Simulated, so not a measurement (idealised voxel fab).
process module | voxel wiring stack
Cross-section cut: width 270 nm, square cells of 5 nm.
When this document writes out a cross-section, it uses a grid of square cells and lists it as bands, beginning at the top and moving down, with a band standing for one or more rows of cells.
Basically the band line says how high the top is and how high the bottom is, in nm, and then what's in it from left to right, every material with its width in nm. Empty space shows up as "air", and if a single material carries "full width" it runs the full band edge to edge.
We count height from 0. Below that, the starting wafer is all one material. The lowest band never ends at the bottom but goes on down; see "0 and below" for how that is written.
The two numbers in a width such as "30..40" mark its ends across the band: the first belongs to the top row of cells, the second to the bottom row, and from each row to the next the width moves by the same amount.
No cell of the cross-section changed in a step that is given as "same as before".
Voids not open to the top, 8 cells minimum: see "Voids lacking openings". Written width x height at distance; distance is from the left edge; nm.
On each step's line, the part that comes after the settings is the simulator's own comment on the step.
The "overlay nm" setting may appear on a step's line; for a step that uses a mask, it gives how far to the right of its planned position the mask lay, and a negative value indicates the left.

Process steps (planned):
1,RECEIVE with material Si
2,CONFORMAL_DEP with material SiO2, thk nm 15
3,CONFORMAL_DEP with material SiN, thk nm 5
4,DIRECTIONAL_DEP with material lowk, thk nm 25
5,DIRECTIONAL_DEP with material aC, thk nm 15
6,PATTERN with tone open, mask id METAL_1, material resist, width nm 30, pitch nm 50, thk nm 30, overlay nm 0
7,DIRECTIONAL_ETCH with etch materials aC, depth nm 15
8,STRIP with etch materials resist
9,DIRECTIONAL_ETCH with etch materials lowk, depth nm 25
10,DIRECTIONAL_ETCH with etch materials SiN, depth nm 5
11,STRIP with etch materials aC
12,CONFORMAL_DEP with material TiN, thk nm 5
13,FILL_DEP with material Cu, thk nm 10
14,CMP with height nm 45
15,CONFORMAL_DEP with material SiCN, thk nm 5
16,DIRECTIONAL_DEP with material SiO2, thk nm 15
17,DIRECTIONAL_DEP with material aC, thk nm 15
18,PATTERN with tone open, mask id PLUG_1, material resist, width nm 15, pitch nm 50, thk nm 30, overlay nm 0
19,DIRECTIONAL_ETCH with etch materials aC, depth nm 15
20,STRIP with etch materials resist
21,DIRECTIONAL_ETCH with etch materials SiO2, depth nm 15
22,DIRECTIONAL_ETCH with etch materials SiCN, depth nm 5
23,STRIP with etch materials aC
24,CONFORMAL_DEP with material TiN, thk nm 5
25,FILL_DEP with material W, thk nm 5
26,CMP with height nm 65
27,DIRECTIONAL_DEP with material TiN, thk nm 5
28,DIRECTIONAL_DEP with material Ru, thk nm 20
29,MASKED_ETCH with tone cover, mask id METAL_2, width nm 30, pitch nm 50, etch materials Ru, depth nm 20, overlay nm 0
30,MASKED_ETCH with tone cover, mask id METAL_2, width nm 30, pitch nm 50, etch materials TiN, depth nm 5, overlay nm 0
31,FILL_DEP with material lowk, thk nm 10
32,CMP with height nm 90
33,CONFORMAL_DEP with material SiCN, thk nm 5
34,DIRECTIONAL_DEP with material SiO2, thk nm 15
35,DIRECTIONAL_DEP with material aC, thk nm 15
36,PATTERN with tone open, mask id PLUG_2, material resist, width nm 15, thk nm 30, overlay nm 0
37,DIRECTIONAL_ETCH with etch materials aC, depth nm 15
38,STRIP with etch materials resist
39,DIRECTIONAL_ETCH with etch materials SiO2, depth nm 15
40,DIRECTIONAL_ETCH with etch materials SiCN, depth nm 5
41,STRIP with etch materials aC
42,CONFORMAL_DEP with material TiN, thk nm 5
43,FILL_DEP with material W, thk nm 5
44,CMP with height nm 110
45,DIRECTIONAL_DEP with material TiN, thk nm 5
46,DIRECTIONAL_DEP with material Ru, thk nm 15
47,PATTERN with tone cover, mask id METAL_3, material resist, width nm 30, pitch nm 50, thk nm 15, overlay nm 0
48,DIRECTIONAL_ETCH with etch materials Ru, depth nm 15
49,DIRECTIONAL_ETCH with etch materials TiN, depth nm 5
50,STRIP with etch materials resist
51,CONFORMAL_DEP with material SiCN, thk nm 5
52,FILL_DEP with material lowk, thk nm 10
53,CMP with height nm 130
54,CONFORMAL_DEP with material SiCN, thk nm 5

as received, after step 1:
	0 and below = Si full width
	Voids lacking openings: none

Cross-section taken at module completion on the first of two wafers; processed per the plan:
	135 down to 130 = SiCN full width
	130 down to 115 = lowk 90 nm, then SiCN 5 nm, then Ru 30 nm, then SiCN 5 nm, then lowk 10 nm, then SiCN 5 nm, then Ru 30 nm, then SiCN 5 nm, then lowk 90 nm
	115 down to 110 = SiCN 95 nm, then TiN 30 nm, then SiCN 20 nm, then TiN 30 nm, then SiCN 95 nm
	110 down to 95 = SiO2 95 nm, then TiN 5 nm, then W 5 nm, then TiN 5 nm, then SiO2 160 nm
	95 down to 90 = SiCN 95 nm, then TiN 15 nm, then SiCN 160 nm
	90 down to 70 = lowk 95 nm, then Ru 30 nm, then lowk 20 nm, then Ru 30 nm, then lowk 95 nm
	70 down to 65 = lowk 95 nm, then TiN 30 nm, then lowk 20 nm, then TiN 30 nm, then lowk 95 nm
	65 down to 50 = SiO2 95 nm, then TiN 5 nm, then W 5 nm, then TiN 5 nm, then SiO2 35 nm, then TiN 5 nm, then W 5 nm, then TiN 5 nm, then SiO2 110 nm
	50 down to 45 = SiCN 95 nm, then TiN 15 nm, then SiCN 35 nm, then TiN 15 nm, then SiCN 110 nm
	45 down to 20 = lowk 95 nm, then TiN 5 nm, then Cu 20 nm, then TiN 5 nm, then lowk 20 nm, then TiN 5 nm, then Cu 20 nm, then TiN 5 nm, then lowk 95 nm
	20 down to 15 = SiN 95 nm, then TiN 30 nm, then SiN 20 nm, then TiN 30 nm, then SiN 95 nm
	15 down to 0 = SiO2 full width
	0 and below = Si full width
	Voids lacking openings: none

Cross-section, second wafer: same start as the first, same plan as the first, one mistake in running it; taken at the end of the module:
	135 down to 130 = SiCN full width
	130 down to 115 = lowk 90 nm, then SiCN 5 nm, then Ru 30 nm, then SiCN 5 nm, then lowk 10 nm, then SiCN 5 nm, then Ru 30 nm, then SiCN 5 nm, then lowk 90 nm
	115 down to 110 = SiCN 95 nm, then TiN 30 nm, then SiCN 20 nm, then TiN 30 nm, then SiCN 95 nm
	110 down to 95 = SiO2 95 nm, then TiN 5 nm, then W 5 nm, then TiN 5 nm, then SiO2 160 nm
	95 down to 90 = SiCN 95 nm, then TiN 15 nm, then SiCN 160 nm
	90 down to 80 = lowk full width
	80 down to 60 = lowk 95 nm, then Ru 30 nm, then lowk 20 nm, then Ru 30 nm, then lowk 95 nm
	60 down to 55 = lowk 95 nm, then TiN 30 nm, then lowk 20 nm, then TiN 30 nm, then lowk 95 nm
	55 down to 50 = SiO2 95 nm, then TiN 5 nm, then W 5 nm, then TiN 5 nm, then SiO2 35 nm, then TiN 5 nm, then W 5 nm, then TiN 5 nm, then SiO2 110 nm
	50 down to 45 = SiCN 95 nm, then TiN 15 nm, then SiCN 35 nm, then TiN 15 nm, then SiCN 110 nm
	45 down to 20 = lowk 95 nm, then TiN 5 nm, then Cu 20 nm, then TiN 5 nm, then lowk 20 nm, then TiN 5 nm, then Cu 20 nm, then TiN 5 nm, then lowk 95 nm
	20 down to 15 = SiN 95 nm, then TiN 30 nm, then SiN 20 nm, then TiN 30 nm, then SiN 95 nm
	15 down to 0 = SiO2 full width
	0 and below = Si full width
	Voids lacking openings: none
Processing error: heads up, step 26 didn't go per plan, it actually ran as CMP with height nm 55
Bottom line after processing is that, in cells, the second wafer is up or down on some materials versus the first: SiO2 -96; TiN -8; W -4; lowk +108
